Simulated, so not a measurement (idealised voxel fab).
The document below concerns the process module designated voxel self aligned contacts.
The cross-section on display is named cut; it measures 200 nm wide, and its cells are 5 nm squares.
Cross-section, as written here: a square-cell grid given band by band from the top down, where a band holds one or more rows of cells.
Within each band entry, the heights of the top and of the bottom of the band appear first, in that order and in nm; the materials of the band then follow from left to right, each with its corresponding width in nm. The designation "throughout" on a single material indicates that it fills the band from edge to edge; the designation "air" indicates empty space.
Note: height 0 marks the level under which the wafer is uniformly one material as received. Lowest band unbounded below, written "0..down".
Read "30->40" as a graded width: first number on top, second number at the bottom, same change between each pair of neighbouring rows.
A step reported as "nothing got changed" is a step in which no cell of the cross-section changed.
The label "Unvented cavities" introduces a list of the empty spaces, 8 cells or larger, that have no open way up to the top; each entry in it reads width x height at distance, where the distance is taken from the left edge and all three are stated in nm.
Note: text after step settings on the step line = simulator remark on that step.
"overlay nm" on a masked step: distance the mask lay right of its planned place, negative for left.

The steps planned for the process are as follows:
1. RECEIVE (material Si)
2. OXIDIZE (depth nm 5)
3. DIRECTIONAL_DEP (material polySi; thk nm 30)
4. DIRECTIONAL_DEP (material SiN; thk nm 15)
5. MASKED_ETCH (tone cover; mask id GATE; width nm 35; pitch nm 60; etch materials SiN; depth nm 15; overlay nm 0)
6. MASKED_ETCH (tone cover; mask id GATE; width nm 35; pitch nm 60; etch materials polySi; depth nm 30; overlay nm 0)
7. CONFORMAL_DEP (material SiN; thk nm 5)
8. DIRECTIONAL_ETCH (etch materials SiN; depth nm 5)
9. FILL_DEP (material SiO2; thk nm 20)
10. CMP (height nm 55)
11. MASKED_ETCH (tone open; mask id CONTACT; width nm 35; pitch nm 60; etch materials SiO2; depth nm 60; overlay nm 0)
12. CONFORMAL_DEP (material TiN; thk nm 5)
13. FILL_DEP (material W; thk nm 10)
14. CMP (height nm 55)
15. CONFORMAL_DEP (material SiN; thk nm 5)

Wafer cross-section on receipt, i.e. after step 1:
	0..down: Si throughout
	Unvented cavities: none

Figure: cross-sectional view of the wafer upon completion of the module, processed from the initial state and according to the plan depicted above, with one error introduced during execution:
	60..55: SiN throughout
	55..45: SiO2 50 nm  TiN 5->15 nm  W 25->5 nm  TiN 5->15 nm  SiO2 25 nm  TiN 5->15 nm  W 25->5 nm  TiN 5->15 nm  SiO2 55 nm
	45..30: SiO2 15 nm  SiN 45 nm  TiN 5 nm  W 5 nm  TiN 5 nm  SiN 45 nm  TiN 5 nm  W 5 nm  TiN 5 nm  SiN 45 nm  SiO2 20 nm
	30..5: SiO2 15 nm  SiN 5 nm  polySi 35 nm  SiN 5 nm  TiN 5 nm  W 5 nm  TiN 5 nm  SiN 5 nm  polySi 35 nm  SiN 5 nm  TiN 5 nm  W 5 nm  TiN 5 nm  SiN 5 nm  polySi 35 nm  SiN 5 nm  SiO2 20 nm
	5..0: SiO2 15 nm  SiN 5 nm  polySi 35 nm  SiN 5 nm  TiN 15 nm  SiN 5 nm  polySi 35 nm  SiN 5 nm  TiN 15 nm  SiN 5 nm  polySi 35 nm  SiN 5 nm  SiO2 20 nm
	0..down: Si throughout
	Unvented cavities: none
Run error: no execution of plan step 2; skipped
